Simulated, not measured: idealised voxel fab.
process module | voxel spacer lines
cross-section cut | 190 nm wide | cells 5 nm
A cross-section is a grid of square cells, given in bands from the top down. A band is one or more rows of cells.
Each band's line starts with the height of the band's top and of its bottom, in nm. Then come its materials from left to right, each with its width in nm. One material with "throughout" fills the band from edge to edge. "air" is empty space.
Height 0 is the level under which the wafer as received is all one material. The lowest band goes on downwards, as in "0 down".
A width such as "30 to 40" changes by the same amount from each row of cells to the next, from the band's top row to its bottom row.
"no change" after a step means that no cell of the cross-section changed.
closed voids: empty space of 8 cells or more with no open way to the top, each as width x height at its distance from the left edge, in nm
after a step's settings: what the simulator itself notes on the step
overlay nm, on a step with a mask: how far to the right of its planned place the mask lay; to the left if negative
plan
1 op RECEIVE | material Si
2 op CONFORMAL_DEP | material Al2O3 | thk nm 10
3 op DIRECTIONAL_DEP | material TiN | thk nm 10
4 op DIRECTIONAL_DEP | material aC | thk nm 30
5 op PATTERN | tone cover | mask id MANDREL | material resist | width nm 15 | pitch nm 50 | thk nm 40 | overlay nm 0
6 op DIRECTIONAL_ETCH | etch materials aC | depth nm 30
7 op STRIP | etch materials resist
8 op CONFORMAL_DEP | material SiN | thk nm 10
9 op DIRECTIONAL_ETCH | etch materials SiN | depth nm 10
10 op STRIP | etch materials aC
11 op DIRECTIONAL_ETCH | etch materials TiN | depth nm 10
12 op STRIP | etch materials SiN
as received, after step 1
  0 down: Si throughout
  closed voids: none
first wafer at the end, as planned
  20 to 10: air 50 | TiN 10 | air 15 | TiN 10 | air 15 | TiN 10 | air 15 | TiN 10 | air 55
  10 to 0: Al2O3 throughout
  0 down: Si throughout
  closed voids: none
second wafer at the end: like start, like plan, one mistake
  20 to 10: air 50 | TiN 10 | air 15 | TiN 10 | air 15 | TiN 10 | air 15 | TiN 10 | air 55
  10 to 0: aC throughout
  0 down: Si throughout
  closed voids: none
what went wrong: step 2 ran as: op CONFORMAL_DEP | material aC | thk nm 10
at the end the second wafer has, in cells: 76 fewer of Al2O3 | 76 more of aC
